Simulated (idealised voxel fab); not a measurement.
Module name: voxel gate over fins (process module)
Square cells of 5 nm make up the cross-section cut, whose width is 210 nm.
Format of a cross-section: grid, square cells. Given as bands. Order: top down. Band: one or more rows of cells.
Read a band's entry like this: the first values are the height of its top and the height of its bottom in nm, and what follows is the sequence of materials from left to right, each with its width in nm. Note that "empty" is empty space, and that a single material marked "throughout" reaches across the band from edge to edge.
Heights are measured from 0, the level below which the as-received wafer is all one material; the lowest band has no bottom and continues downward, written as in "0 and below".
Quick explanation for "30..40": the width changes in equal steps down the rows of cells, from the first number in the band's top row to the second number in its bottom row.
"no change" after a step means that no cell of the cross-section changed.
Trapped voids: empty space of 8 cells or more with no open way to the top, each as width x height at its distance from the left edge, in nm
Step line, after settings: the simulator's comment on this step.
The "overlay nm" setting may appear on a step's line; for a step that uses a mask, it gives how far to the right of its planned position the mask lay, and a negative value indicates the left.

Set out below are the planned steps of the process
step 1: RECEIVE [material Si]
step 2: CONFORMAL_DEP [material SiN] [thk nm 10]
step 3: DIRECTIONAL_DEP [material aC] [thk nm 15]
step 4: PATTERN [tone cover] [mask id FINS] [material resist] [width nm 15] [pitch nm 50] [thk nm 30] [overlay nm 0]
step 5: DIRECTIONAL_ETCH [etch materials aC] [depth nm 15]
step 6: STRIP [etch materials resist]
step 7: DIRECTIONAL_ETCH [etch materials SiN] [depth nm 10]
step 8: DIRECTIONAL_ETCH [etch materials Si] [depth nm 35]
step 9: STRIP [etch materials aC]
step 10: FILL_DEP [material SiO2] [thk nm 10]
step 11: CMP [height nm 10]
step 12: MASKED_ETCH [tone open] [mask id RAIL] [width nm 15] [etch materials SiO2] [depth nm 40] [overlay nm 0]
step 13: CONFORMAL_DEP [material TiN] [thk nm 5]
step 14: FILL_DEP [material W] [thk nm 5]
step 15: CMP [height nm 10]
step 16: SELECTIVE_ETCH [etch materials W Ru TiN] [depth nm 25]
step 17: FILL_DEP [material SiO2] [thk nm 5]
step 18: CMP [height nm 10]
step 19: SELECTIVE_ETCH [etch materials SiO2] [depth nm 20]
step 20: STRIP [etch materials SiN]
step 21: CONFORMAL_DEP [material HfO2] [thk nm 5]
step 22: CONFORMAL_DEP [material TiN] [thk nm 5]
step 23: CONFORMAL_DEP [material TiAl] [thk nm 5]
step 24: CONFORMAL_DEP [material TiN] [thk nm 5]
step 25: FILL_DEP [material W] [thk nm 15]
step 26: CMP [height nm 30]
step 27: CONFORMAL_DEP [material SiN] [thk nm 5]

First out of two wafers; run went to plan

Cross-section: wafer on arrival = after step 1
> 0 and below  Si throughout
> Trapped voids: none

Take a look at the wafer's cross-section after step 2
> 10 down to 0  SiN throughout
> Note: structure below 0 unchanged.

Take a look at the wafer's cross-section after step 3
> 25 down to 10  aC throughout
> Note: structure below 10 unchanged.

Take a look at the wafer's cross-section after step 4
> 55 down to 25  empty (45) | resist (15) | empty (35) | resist (15) | empty (35) | resist (15) | empty (50)
> Note: structure below 25 unchanged.

Take a look at the wafer's cross-section after step 5
> 40 down to 25  empty (45) | resist (15) | empty (35) | resist (15) | empty (35) | resist (15) | empty (50)
> 25 down to 10  empty (45) | aC (15) | empty (35) | aC (15) | empty (35) | aC (15) | empty (50)
> Note: structure below 10 unchanged.

Take a look at the wafer's cross-section after step 6
> 25 down to 10  empty (45) | aC (15) | empty (35) | aC (15) | empty (35) | aC (15) | empty (50)
> Note: structure below 10 unchanged.

Take a look at the wafer's cross-section after step 7
> 25 down to 10  empty (45) | aC (15) | empty (35) | aC (15) | empty (35) | aC (15) | empty (50)
> 10 down to 0  empty (45) | SiN (15) | empty (35) | SiN (15) | empty (35) | SiN (15) | empty (50)
> Note: structure below 0 unchanged.

Take a look at the wafer's cross-section after step 8
> 25 down to 10  empty (45) | aC (15) | empty (35) | aC (15) | empty (35) | aC (15) | empty (50)
> 10 down to 0  empty (45) | SiN (15) | empty (35) | SiN (15) | empty (35) | SiN (15) | empty (50)
> 0 down to -35  empty (45) | Si (15) | empty (35) | Si (15) | empty (35) | Si (15) | empty (50)
> Note: structure below -35 unchanged.

Take a look at the wafer's cross-section after step 9
> 10 down to 0  empty (45) | SiN (15) | empty (35) | SiN (15) | empty (35) | SiN (15) | empty (50)
> Note: structure below 0 unchanged.

Take a look at the wafer's cross-section after step 10
> 20 down to 10  SiO2 throughout
> 10 down to 0  SiO2 (45) | SiN (15) | SiO2 (35) | SiN (15) | SiO2 (35) | SiN (15) | SiO2 (50)
> 0 down to -35  SiO2 (45) | Si (15) | SiO2 (35) | Si (15) | SiO2 (35) | Si (15) | SiO2 (50)
> Note: structure below -35 unchanged.

Take a look at the wafer's cross-section after step 11
> 10 down to 0  SiO2 (45) | SiN (15) | SiO2 (35) | SiN (15) | SiO2 (35) | SiN (15) | SiO2 (50)
> Note: structure below 0 unchanged.

Take a look at the wafer's cross-section after step 12
> 10 down to 0  SiO2 (45) | SiN (15) | SiO2 (10) | empty (15) | SiO2 (10) | SiN (15) | SiO2 (35) | SiN (15) | SiO2 (50)
> 0 down to -30  SiO2 (45) | Si (15) | SiO2 (10) | empty (15) | SiO2 (10) | Si (15) | SiO2 (35) | Si (15) | SiO2 (50)
> Note: structure below -30 unchanged.

Take a look at the wafer's cross-section after step 13
> 15 down to 10  TiN (75) | empty (5) | TiN (130)
> 10 down to 0  SiO2 (45) | SiN (15) | SiO2 (10) | TiN (5) | empty (5) | TiN (5) | SiO2 (10) | SiN (15) | SiO2 (35) | SiN (15) | SiO2 (50)
> 0 down to -25  SiO2 (45) | Si (15) | SiO2 (10) | TiN (5) | empty (5) | TiN (5) | SiO2 (10) | Si (15) | SiO2 (35) | Si (15) | SiO2 (50)
> -25 down to -30  SiO2 (45) | Si (15) | SiO2 (10) | TiN (15) | SiO2 (10) | Si (15) | SiO2 (35) | Si (15) | SiO2 (50)
> Note: structure below -30 unchanged.

Take a look at the wafer's cross-section after step 14
> 20 down to 15  W throughout
> 15 down to 10  TiN (75) | W (5) | TiN (130)
> 10 down to 0  SiO2 (45) | SiN (15) | SiO2 (10) | TiN (5) | W (5) | TiN (5) | SiO2 (10) | SiN (15) | SiO2 (35) | SiN (15) | SiO2 (50)
> 0 down to -25  SiO2 (45) | Si (15) | SiO2 (10) | TiN (5) | W (5) | TiN (5) | SiO2 (10) | Si (15) | SiO2 (35) | Si (15) | SiO2 (50)
> Note: structure below -25 unchanged.

Take a look at the wafer's cross-section after step 15
> 10 down to 0  SiO2 (45) | SiN (15) | SiO2 (10) | TiN (5) | W (5) | TiN (5) | SiO2 (10) | SiN (15) | SiO2 (35) | SiN (15) | SiO2 (50)
> Note: structure below 0 unchanged.

Take a look at the wafer's cross-section after step 16
> 10 down to 0  SiO2 (45) | SiN (15) | SiO2 (10) | empty (15) | SiO2 (10) | SiN (15) | SiO2 (35) | SiN (15) | SiO2 (50)
> 0 down to -15  SiO2 (45) | Si (15) | SiO2 (10) | empty (15) | SiO2 (10) | Si (15) | SiO2 (35) | Si (15) | SiO2 (50)
> Note: structure below -15 unchanged.

Take a look at the wafer's cross-section after step 17
> 15 down to 10  SiO2 throughout
> 10 down to 0  SiO2 (45) | SiN (15) | SiO2 (35) | SiN (15) | SiO2 (35) | SiN (15) | SiO2 (50)
> 0 down to -15  SiO2 (45) | Si (15) | SiO2 (35) | Si (15) | SiO2 (35) | Si (15) | SiO2 (50)
> Note: structure below -15 unchanged.

Take a look at the wafer's cross-section after step 18
> 10 down to 0  SiO2 (45) | SiN (15) | SiO2 (35) | SiN (15) | SiO2 (35) | SiN (15) | SiO2 (50)
> Note: structure below 0 unchanged.

Take a look at the wafer's cross-section after step 19
> 10 down to 0  empty (45) | SiN (15) | empty (35) | SiN (15) | empty (35) | SiN (15) | empty (50)
> 0 down to -10  empty (45) | Si (15) | empty (35) | Si (15) | empty (35) | Si (15) | empty (50)
> Note: structure below -10 unchanged.

Take a look at the wafer's cross-section after step 20
> 0 down to -10  empty (45) | Si (15) | empty (35) | Si (15) | empty (35) | Si (15) | empty (50)
> Note: structure below -10 unchanged.

Take a look at the wafer's cross-section after step 21
> 5 down to 0  empty (40) | HfO2 (25) | empty (25) | HfO2 (25) | empty (25) | HfO2 (25) | empty (45)
> 0 down to -5  empty (40) | HfO2 (5) | Si (15) | HfO2 (5) | empty (25) | HfO2 (5) | Si (15) | HfO2 (5) | empty (25) | HfO2 (5) | Si (15) | HfO2 (5) | empty (45)
> -5 down to -10  HfO2 (45) | Si (15) | HfO2 (35) | Si (15) | HfO2 (35) | Si (15) | HfO2 (50)
> Note: structure below -10 unchanged.

Take a look at the wafer's cross-section after step 22
> 10 down to 5  empty (35) | TiN (35) | empty (15) | TiN (35) | empty (15) | TiN (35) | empty (40)
> 5 down to 0  empty (35) | TiN (5) | HfO2 (25) | TiN (5) | empty (15) | TiN (5) | HfO2 (25) | TiN (5) | empty (15) | TiN (5) | HfO2 (25) | TiN (5) | empty (40)
> 0 down to -5  TiN (40) | HfO2 (5) | Si (15) | HfO2 (5) | TiN (25) | HfO2 (5) | Si (15) | HfO2 (5) | TiN (25) | HfO2 (5) | Si (15) | HfO2 (5) | TiN (45)
> Note: structure below -5 unchanged.

Take a look at the wafer's cross-section after step 23
> 15 down to 10  empty (30) | TiAl (45) | empty (5) | TiAl (45) | empty (5) | TiAl (45) | empty (35)
> 10 down to 5  empty (30) | TiAl (5) | TiN (35) | TiAl (5) | empty (5) | TiAl (5) | TiN (35) | TiAl (5) | empty (5) | TiAl (5) | TiN (35) | TiAl (5) | empty (35)
> 5 down to 0  TiAl (35) | TiN (5) | HfO2 (25) | TiN (5) | TiAl (15) | TiN (5) | HfO2 (25) | TiN (5) | TiAl (15) | TiN (5) | HfO2 (25) | TiN (5) | TiAl (40)
> Note: structure below 0 unchanged.

Take a look at the wafer's cross-section after step 24
> 20 down to 15  empty (25) | TiN (155) | empty (30)
> 15 down to 10  empty (25) | TiN (5) | TiAl (45) | TiN (5) | TiAl (45) | TiN (5) | TiAl (45) | TiN (5) | empty (30)
> 10 down to 5  TiN (30) | TiAl (5) | TiN (35) | TiAl (5) | TiN (5) | TiAl (5) | TiN (35) | TiAl (5) | TiN (5) | TiAl (5) | TiN (35) | TiAl (5) | TiN (35)
> Note: structure below 5 unchanged.

Take a look at the wafer's cross-section after step 25
> 35 down to 20  W throughout
> 20 down to 15  W (25) | TiN (155) | W (30)
> 15 down to 10  W (25) | TiN (5) | TiAl (45) | TiN (5) | TiAl (45) | TiN (5) | TiAl (45) | TiN (5) | W (30)
> Note: structure below 10 unchanged.

Take a look at the wafer's cross-section after step 26
> 30 down to 20  W throughout
> Note: structure below 20 unchanged.

Take a look at the wafer's cross-section after step 27
> 35 down to 30  SiN throughout
> Note: structure below 30 unchanged.

Wafer two. Same start, same plan, one slip in execution. Same as wafer one through step 11, inclusive

At the planned end of step 12, the second wafer in cross-section
> 10 down to 0  SiO2 (45) | SiN (15) | SiO2 (20) | empty (15) | SiN (15) | SiO2 (35) | SiN (15) | SiO2 (50)
> 0 down to -30  SiO2 (45) | Si (15) | SiO2 (20) | empty (15) | Si (15) | SiO2 (35) | Si (15) | SiO2 (50)
> Note: structure below -30 unchanged.

At the planned end of step 13, the second wafer in cross-section
> 15 down to 10  TiN (85) | empty (5) | TiN (120)
> 10 down to 0  SiO2 (45) | SiN (15) | SiO2 (20) | TiN (5) | empty (5) | TiN (5) | SiN (15) | SiO2 (35) | SiN (15) | SiO2 (50)
> 0 down to -25  SiO2 (45) | Si (15) | SiO2 (20) | TiN (5) | empty (5) | TiN (5) | Si (15) | SiO2 (35) | Si (15) | SiO2 (50)
> -25 down to -30  SiO2 (45) | Si (15) | SiO2 (20) | TiN (15) | Si (15) | SiO2 (35) | Si (15) | SiO2 (50)
> Note: structure below -30 unchanged.

At the planned end of step 14, the second wafer in cross-section
> 20 down to 15  W throughout
> 15 down to 10  TiN (85) | W (5) | TiN (120)
> 10 down to 0  SiO2 (45) | SiN (15) | SiO2 (20) | TiN (5) | W (5) | TiN (5) | SiN (15) | SiO2 (35) | SiN (15) | SiO2 (50)
> 0 down to -25  SiO2 (45) | Si (15) | SiO2 (20) | TiN (5) | W (5) | TiN (5) | Si (15) | SiO2 (35) | Si (15) | SiO2 (50)
> Note: structure below -25 unchanged.

At the planned end of step 15, the second wafer in cross-section
> 10 down to 0  SiO2 (45) | SiN (15) | SiO2 (20) | TiN (5) | W (5) | TiN (5) | SiN (15) | SiO2 (35) | SiN (15) | SiO2 (50)
> Note: structure below 0 unchanged.

At the planned end of step 16, the second wafer in cross-section
> 10 down to 0  SiO2 (45) | SiN (15) | SiO2 (20) | empty (15) | SiN (15) | SiO2 (35) | SiN (15) | SiO2 (50)
> 0 down to -15  SiO2 (45) | Si (15) | SiO2 (20) | empty (15) | Si (15) | SiO2 (35) | Si (15) | SiO2 (50)
> Note: structure below -15 unchanged.

At the planned end of step 17, the second wafer in cross-section
> 15 down to 10  SiO2 throughout
> 10 down to 0  SiO2 (45) | SiN (15) | SiO2 (35) | SiN (15) | SiO2 (35) | SiN (15) | SiO2 (50)
> 0 down to -15  SiO2 (45) | Si (15) | SiO2 (35) | Si (15) | SiO2 (35) | Si (15) | SiO2 (50)
> Note: structure below -15 unchanged.

At the planned end of step 18, the second wafer in cross-section
> 10 down to 0  SiO2 (45) | SiN (15) | SiO2 (35) | SiN (15) | SiO2 (35) | SiN (15) | SiO2 (50)
> Note: structure below 0 unchanged.

At the planned end of step 19, the second wafer in cross-section
> 10 down to 0  empty (45) | SiN (15) | empty (35) | SiN (15) | empty (35) | SiN (15) | empty (50)
> 0 down to -10  empty (45) | Si (15) | empty (35) | Si (15) | empty (35) | Si (15) | empty (50)
> Note: structure below -10 unchanged.

At the planned end of step 20, the second wafer in cross-section
> 0 down to -10  empty (45) | Si (15) | empty (35) | Si (15) | empty (35) | Si (15) | empty (50)
> Note: structure below -10 unchanged.

At the planned end of step 21, the second wafer in cross-section
> 5 down to 0  empty (40) | HfO2 (25) | empty (25) | HfO2 (25) | empty (25) | HfO2 (25) | empty (45)
> 0 down to -5  empty (40) | HfO2 (5) | Si (15) | HfO2 (5) | empty (25) | HfO2 (5) | Si (15) | HfO2 (5) | empty (25) | HfO2 (5) | Si (15) | HfO2 (5) | empty (45)
> -5 down to -10  HfO2 (45) | Si (15) | HfO2 (35) | Si (15) | HfO2 (35) | Si (15) | HfO2 (50)
> Note: structure below -10 unchanged.

At the planned end of step 22, the second wafer in cross-section
> 10 down to 5  empty (35) | TiN (35) | empty (15) | TiN (35) | empty (15) | TiN (35) | empty (40)
> 5 down to 0  empty (35) | TiN (5) | HfO2 (25) | TiN (5) | empty (15) | TiN (5) | HfO2 (25) | TiN (5) | empty (15) | TiN (5) | HfO2 (25) | TiN (5) | empty (40)
> 0 down to -5  TiN (40) | HfO2 (5) | Si (15) | HfO2 (5) | TiN (25) | HfO2 (5) | Si (15) | HfO2 (5) | TiN (25) | HfO2 (5) | Si (15) | HfO2 (5) | TiN (45)
> Note: structure below -5 unchanged.

At the planned end of step 23, the second wafer in cross-section
> 15 down to 10  empty (30) | TiAl (45) | empty (5) | TiAl (45) | empty (5) | TiAl (45) | empty (35)
> 10 down to 5  empty (30) | TiAl (5) | TiN (35) | TiAl (5) | empty (5) | TiAl (5) | TiN (35) | TiAl (5) | empty (5) | TiAl (5) | TiN (35) | TiAl (5) | empty (35)
> 5 down to 0  TiAl (35) | TiN (5) | HfO2 (25) | TiN (5) | TiAl (15) | TiN (5) | HfO2 (25) | TiN (5) | TiAl (15) | TiN (5) | HfO2 (25) | TiN (5) | TiAl (40)
> Note: structure below 0 unchanged.

At the planned end of step 24, the second wafer in cross-section
> 20 down to 15  empty (25) | TiN (155) | empty (30)
> 15 down to 10  empty (25) | TiN (5) | TiAl (45) | TiN (5) | TiAl (45) | TiN (5) | TiAl (45) | TiN (5) | empty (30)
> 10 down to 5  TiN (30) | TiAl (5) | TiN (35) | TiAl (5) | TiN (5) | TiAl (5) | TiN (35) | TiAl (5) | TiN (5) | TiAl (5) | TiN (35) | TiAl (5) | TiN (35)
> Note: structure below 5 unchanged.

At the planned end of step 25, the second wafer in cross-section
> 35 down to 20  W throughout
> 20 down to 15  W (25) | TiN (155) | W (30)
> 15 down to 10  W (25) | TiN (5) | TiAl (45) | TiN (5) | TiAl (45) | TiN (5) | TiAl (45) | TiN (5) | W (30)
> Note: structure below 10 unchanged.

At the planned end of step 26, the second wafer in cross-section
> 30 down to 20  W throughout
> Note: structure below 20 unchanged.

At the planned end of step 27, the second wafer in cross-section
> 35 down to 30  SiN throughout
> Note: structure below 30 unchanged.
Against the plan, the run slipped here: heads up, step 12 didn't go per plan, it actually ran as MASKED_ETCH [tone open] [mask id RAIL] [width nm 15] [etch materials SiO2] [depth nm 40] [overlay nm 10]
So at the finish, the second wafer's got exactly as many cells of each material as the first, just not in the same spots.
